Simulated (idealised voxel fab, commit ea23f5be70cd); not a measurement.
Proc. module: voxel ribs on slabs
Section shown: cut. Width: 175 nm. Cell size: 5 nm, square.
We lay out every cross-section as a grid of square cells and spell it out in bands from the top down, where one band means one or more rows of cells.
Basically the band line says how high the top is and how high the bottom is, in nm, and then what's in it from left to right, every material with its width in nm. Empty space shows up as "blank", and if a single material carries "everywhere" it runs the full band edge to edge.
The level at which height equals 0 is the one under which the wafer, as it arrives, is entirely one material. No lower edge exists for the bottom band, which continues downward and is notated as in "0..down".
Width "30..40": first value at the band's top row of cells, second value at its bottom row, equal change from row to row.
It should be understood that the words "nothing was modified", when stated for a given step, signify that the cross-section underwent no change in any of its cells during that step.
Enclosed internal voids: empty space of 8 cells or more with no open way to the top, each as width x height at its distance from the left edge, in nm
Where a step's line continues beyond its settings, the continuation is a remark by the simulator itself on that step.
overlay nm, on a step with a mask: how far to the right of its planned place the mask lay; to the left if negative

### Process steps foreseen in the plan
1 op RECEIVE | material Si
2 op DIRECTIONAL_DEP | material SiO2 | thk nm 20
3 op DIRECTIONAL_DEP | material polySi | thk nm 15
4 op DIRECTIONAL_DEP | material aC | thk nm 15
5 op PATTERN | tone cover | mask id RIB | material resist | width nm 30 | thk nm 35 | overlay nm 0
6 op DIRECTIONAL_ETCH | etch materials aC | depth nm 15
7 op STRIP | etch materials resist
8 op DIRECTIONAL_ETCH | etch materials polySi | depth nm 10
9 op STRIP | etch materials aC
10 op MASKED_ETCH | tone cover | mask id SLAB | width nm 70 | etch materials polySi | depth nm 5 | overlay nm 0
11 op FILL_DEP | material SiO2 | thk nm 20
12 op CMP | height nm 45
13 op DIRECTIONAL_DEP | material W | thk nm 10
14 op DIRECTIONAL_DEP | material aC | thk nm 15
15 op PATTERN | tone cover | mask id HEATER | material resist | width nm 40 | thk nm 35 | overlay nm 0
16 op DIRECTIONAL_ETCH | etch materials aC | depth nm 15
17 op STRIP | etch materials resist
18 op DIRECTIONAL_ETCH | etch materials W | depth nm 10
19 op STRIP | etch materials aC
20 op CONFORMAL_DEP | material SiO2 | thk nm 10

### Cross-section of the wafer at receipt, which is the condition after step 1
  0..down: Si everywhere
  Enclosed internal voids: none

### Cross-section, first of two wafers, end of module, run as planned
  65..55: blank 55 nm / SiO2 60 nm / blank 60 nm
  55..45: SiO2 65 nm / W 40 nm / SiO2 70 nm
  45..35: SiO2 everywhere
  35..25: SiO2 70 nm / polySi 30 nm / SiO2 75 nm
  25..20: SiO2 50 nm / polySi 70 nm / SiO2 55 nm
  20..0: SiO2 everywhere
  0..down: Si everywhere
  Enclosed internal voids: none

### Here's the second of our two wafers sectioned at module end. Same start as the first, same plan, but one mistake got made running it
  55..45: blank 65 nm / W 40 nm / blank 70 nm
  45..35: SiO2 everywhere
  35..25: SiO2 70 nm / polySi 30 nm / SiO2 75 nm
  25..20: SiO2 50 nm / polySi 70 nm / SiO2 55 nm
  20..0: SiO2 everywhere
  0..down: Si everywhere
  Enclosed internal voids: none
Error vs. plan: no execution of plan step 20; skipped
Upon completion, the second wafer contains, in terms of cells, a greater or smaller amount of certain materials than the first wafer: SiO2: 78 fewer
